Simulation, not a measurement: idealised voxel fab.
Documented hereafter: the process module known as voxel released beams.
FYI the section here is cut, 285 nm wide, cells are 5 nm squares.
If you're reading a cross-section in this doc, picture square cells in a grid; it comes to you as bands, top ones listed first down to the bottom, and a band can be one or more rows of cells. Look at the band entry: it leads with the top's height and the bottom's height in nm. Then it lists the materials left to right, with a width in nm for each. The word "everywhere" on a single material says that material fills the band edge to edge. The word "empty" is empty space. Height datum 0, below which the as-received substrate wafer is one material. Lowest band open at the bottom, running downward: "0 down". Note: "30->40" means the width goes from the first number (top row of the band) to the second number (bottom row) in equal steps per row of cells. You'll sometimes find "nothing different" written for a step, and that's the way of saying that nowhere in the cross-section did a cell change during that step. Entry "Fully sealed cavities". Content: empty spaces with no open connection to the top, size 8 cells or greater. Each: width x height at distance. Distance: from left edge. Unit: nm. Where a step's line continues beyond its settings, the continuation is a remark by the simulator itself on that step. overlay nm: mask right of planned place by this much (step with mask). Neg. = left.

# Listed below are the process steps as planned
- 1: RECEIVE | material Si
- 2: CONFORMAL_DEP | material Al2O3 | thk nm 5
- 3: DIRECTIONAL_DEP | material SiO2 | thk nm 20
- 4: MASKED_ETCH | tone open | mask id ANCHOR | width nm 35 | etch materials SiO2 | depth nm 20 | overlay nm 0
- 5: CONFORMAL_DEP | material polySi | thk nm 15
- 6: MASKED_ETCH | tone cover | mask id BEAM | width nm 90 | etch materials polySi | depth nm 15 | overlay nm 0
- 7: STRIP | etch materials SiO2

# As received (post step 1): cross-section
    0 down  Si everywhere
    Fully sealed cavities: none

# Cross-section, end of module. Start: as above. Plan: as above. Execution: one mistake
    35 to 20  empty 95 nm, then polySi 20 nm, then empty 5 nm, then polySi 65 nm, then empty 100 nm
    20 to 15  empty 100 nm, then polySi 15 nm, then empty 5 nm, then polySi 15 nm, then empty 150 nm
    15 to 0  empty 100 nm, then polySi 35 nm, then empty 150 nm
    0 down  Si everywhere
    Fully sealed cavities: none
It is concluded that the wafer was processed incorrectly with respect to the plan, in that step 2 of the plan got skipped, so it never ran
